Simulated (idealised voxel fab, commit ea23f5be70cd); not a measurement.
The following is a process module called voxel self aligned vias.
This is section cut - it's 295 nm across, gridded in 5 nm square cells.
A cross-section in this document is a grid of square cells, and it is written down as bands, the top band listed before the ones below it; a band is made up of one or more rows of cells. The entry gives the band's vertical extent as a top height and a bottom height in nm, then its horizontal make-up as materials from left to right, each with a width in nm. "air" stands for empty space; a single material marked "edge to edge" fills the band edge to edge. Heights from 0 (as-received wafer is one material below). Bottom band endless downward, as "top 0, no bottom". Width spec "30->40" -> top row of cells at first value, bottom row at second value, equal per-row change in between. Take "stayed the same" at face value: in the step it is given for, the cross-section changed in none of its cells. So "Fully closed voids" is basically the list of trapped voids: any empty space of 8 cells or more that can't reach the top through an opening. They're written width x height at distance, the distance being from the left edge, and it's all nm. If you see something after the settings on a step's line, that's the simulator's own remark about that step. "overlay nm" on a masked step: distance the mask lay right of its planned place, negative for left.

Listed below are the process steps as planned
1) RECEIVE,material Si
2) CONFORMAL_DEP,material SiO2,thk nm 10
3) CONFORMAL_DEP,material SiCN,thk nm 5
4) DIRECTIONAL_DEP,material SiO2,thk nm 25
5) DIRECTIONAL_DEP,material aC,thk nm 15
6) PATTERN,tone open,mask id LINES,material resist,width nm 20,pitch nm 55,thk nm 30,overlay nm 0
7) DIRECTIONAL_ETCH,etch materials aC,depth nm 15
8) STRIP,etch materials resist
9) DIRECTIONAL_ETCH,etch materials SiO2,depth nm 25
10) STRIP,etch materials aC
11) CONFORMAL_DEP,material TiN,thk nm 5
12) FILL_DEP,material W,thk nm 10
13) CMP,height nm 40
14) SELECTIVE_ETCH,etch materials W Ru TiN,depth nm 5
15) FILL_DEP,material SiN,thk nm 5
16) CMP,height nm 40
17) DIRECTIONAL_DEP,material SiO2,thk nm 20
18) MASKED_ETCH,tone open,mask id VIAS,width nm 30,pitch nm 55,etch materials SiO2,depth nm 20,overlay nm 0
19) MASKED_ETCH,tone open,mask id VIAS,width nm 30,pitch nm 55,etch materials SiN,depth nm 5,overlay nm 0
20) CONFORMAL_DEP,material TiN,thk nm 5
21) FILL_DEP,material Ru,thk nm 10
22) CMP,height nm 60
23) CONFORMAL_DEP,material SiN,thk nm 5

As-received state of the wafer in cross-section, equivalent to post-step 1
  top 0, no bottom: Si edge to edge
  Fully closed voids: none

Cross-sectional image of the first of two wafers at the end of the module, the run having proceeded as planned
  top 65, bottom 60: SiN edge to edge
  top 60, bottom 45: SiO2 (75) / TiN (5) / Ru (20) / TiN (5) / SiO2 (25) / TiN (5) / Ru (20) / TiN (5) / SiO2 (25) / TiN (5) / Ru (20) / TiN (5) / SiO2 (80)
  top 45, bottom 40: SiO2 (75) / TiN (10) / Ru (10) / TiN (10) / SiO2 (25) / TiN (10) / Ru (10) / TiN (10) / SiO2 (25) / TiN (10) / Ru (10) / TiN (10) / SiO2 (80)
  top 40, bottom 35: SiO2 (80) / TiN (20) / SiO2 (35) / TiN (20) / SiO2 (35) / TiN (20) / SiO2 (85)
  top 35, bottom 20: SiO2 (80) / TiN (5) / W (10) / TiN (5) / SiO2 (35) / TiN (5) / W (10) / TiN (5) / SiO2 (35) / TiN (5) / W (10) / TiN (5) / SiO2 (85)
  top 20, bottom 15: SiO2 (80) / TiN (20) / SiO2 (35) / TiN (20) / SiO2 (35) / TiN (20) / SiO2 (85)
  top 15, bottom 10: SiCN edge to edge
  top 10, bottom 0: SiO2 edge to edge
  top 0, no bottom: Si edge to edge
  Fully closed voids: none

Here's the second of our two wafers sectioned at module end. Same start as the first, same plan, but one mistake got made running it
  top 65, bottom 60: SiN edge to edge
  top 60, bottom 45: SiO2 (75) / TiN (5) / Ru (20) / TiN (5) / SiO2 (25) / TiN (5) / Ru (20) / TiN (5) / SiO2 (25) / TiN (5) / Ru (20) / TiN (5) / SiO2 (80)
  top 45, bottom 40: SiO2 (75) / TiN (15) / Ru (5) / TiN (10) / SiO2 (25) / TiN (15) / Ru (5) / TiN (10) / SiO2 (25) / TiN (15) / Ru (5) / TiN (10) / SiO2 (80)
  top 40, bottom 35: SiO2 (80) / SiN (5) / TiN (15) / SiO2 (35) / SiN (5) / TiN (15) / SiO2 (35) / SiN (5) / TiN (15) / SiO2 (85)
  top 35, bottom 20: SiO2 (80) / TiN (5) / W (10) / TiN (5) / SiO2 (35) / TiN (5) / W (10) / TiN (5) / SiO2 (35) / TiN (5) / W (10) / TiN (5) / SiO2 (85)
  top 20, bottom 15: SiO2 (80) / TiN (20) / SiO2 (35) / TiN (20) / SiO2 (35) / TiN (20) / SiO2 (85)
  top 15, bottom 10: SiCN edge to edge
  top 10, bottom 0: SiO2 edge to edge
  top 0, no bottom: Si edge to edge
  Fully closed voids: none
In executing the process, a mistake was made relative to the plan: rather than as planned, step 19 actually ran as MASKED_ETCH,tone open,mask id VIAS,width nm 30,pitch nm 55,etch materials SiN,depth nm 5,overlay nm 10
At the finish, the second wafer shows more or fewer cells for some materials than the first does: 3 fewer of Ru, 3 more of SiN
